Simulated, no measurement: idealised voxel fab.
Process module in this document: voxel trench capacitor
Cross-section cut: width 240 nm, square cells of 5 nm.
When this document writes out a cross-section, it uses a grid of square cells and lists it as bands, beginning at the top and moving down, with a band standing for one or more rows of cells.
Band: top height; bottom height; in nm. Then, left to right: material with width in nm, for each material. "everywhere": a single material spanning edge to edge. "empty": empty space.
Height is counted from the level 0, under which the received wafer is composed throughout of one material. The lowest of the bands is not closed at the bottom but continues downward, in the notation "0 down".
You'd read "30->40" like this: the band's top row of cells is as wide as the first number, its bottom row is as wide as the second, and going down, every row changes width by the same amount as the row before did.
Where a step carries "changes: none", the cross-section came out of it unchanged, cell for cell.
Enclosed voids (no open way to top), threshold 8 cells or more, entry "Closed void inventory", notation width x height at distance, distance from left edge, nm.
The remark found on a step's line after its settings is issued by the simulator itself and pertains to that step.
Regarding "overlay nm": on a step with a mask, it is the distance the mask lay to the right of its planned place; a negative value places it to the left.

# Process steps (planned)
1,RECEIVE,material Si
2,CONFORMAL_DEP,material SiN,thk nm 5
3,PATTERN,tone open,mask id TRENCH,material resist,width nm 25,pitch nm 40,thk nm 15,overlay nm 0
4,DIRECTIONAL_ETCH,etch materials SiN,depth nm 5
5,DIRECTIONAL_ETCH,etch materials Si,depth nm 40
6,STRIP,etch materials resist
7,CONFORMAL_DEP,material Al2O3,thk nm 5
8,CONFORMAL_DEP,material TiN,thk nm 5
9,FILL_DEP,material W,thk nm 5
10,CMP,height nm 5

# Wafer as received: cross-section following step 1
* 0 down = Si everywhere
* Closed void inventory: none

# As-planned run: cross-section of the first of two wafers at end of module
* 5 to 0 = 45 SiN  5 Al2O3  5 TiN  5 W  5 TiN  5 Al2O3  15 SiN  5 Al2O3  5 TiN  5 W  5 TiN  5 Al2O3  15 SiN  5 Al2O3  5 TiN  5 W  5 TiN  5 Al2O3  15 SiN  5 Al2O3  5 TiN  5 W  5 TiN  5 Al2O3  50 SiN
* 0 to -30 = 45 Si  5 Al2O3  5 TiN  5 W  5 TiN  5 Al2O3  15 Si  5 Al2O3  5 TiN  5 W  5 TiN  5 Al2O3  15 Si  5 Al2O3  5 TiN  5 W  5 TiN  5 Al2O3  15 Si  5 Al2O3  5 TiN  5 W  5 TiN  5 Al2O3  50 Si
* -30 to -35 = 45 Si  5 Al2O3  15 TiN  5 Al2O3  15 Si  5 Al2O3  15 TiN  5 Al2O3  15 Si  5 Al2O3  15 TiN  5 Al2O3  15 Si  5 Al2O3  15 TiN  5 Al2O3  50 Si
* -35 to -40 = 45 Si  25 Al2O3  15 Si  25 Al2O3  15 Si  25 Al2O3  15 Si  25 Al2O3  50 Si
* -40 down = Si everywhere
* Closed void inventory: none

# The second wafer, shown in cross-section after the module: started the same way as the first and given the same plan, yet one mistake crept into how it was run
* 5 to 0 = 45 SiN  5 TiN  15 W  5 TiN  15 SiN  5 TiN  15 W  5 TiN  15 SiN  5 TiN  15 W  5 TiN  15 SiN  5 TiN  15 W  5 TiN  50 SiN
* 0 to -35 = 45 Si  5 TiN  15 W  5 TiN  15 Si  5 TiN  15 W  5 TiN  15 Si  5 TiN  15 W  5 TiN  15 Si  5 TiN  15 W  5 TiN  50 Si
* -35 to -40 = 45 Si  25 TiN  15 Si  25 TiN  15 Si  25 TiN  15 Si  25 TiN  50 Si
* -40 down = Si everywhere
* Closed void inventory: none
Error vs. plan: step 7 of the plan was omitted and not executed
Final cells, second wafer relative to first, materials higher or lower: Al2O3 -84, TiN +16, W +68
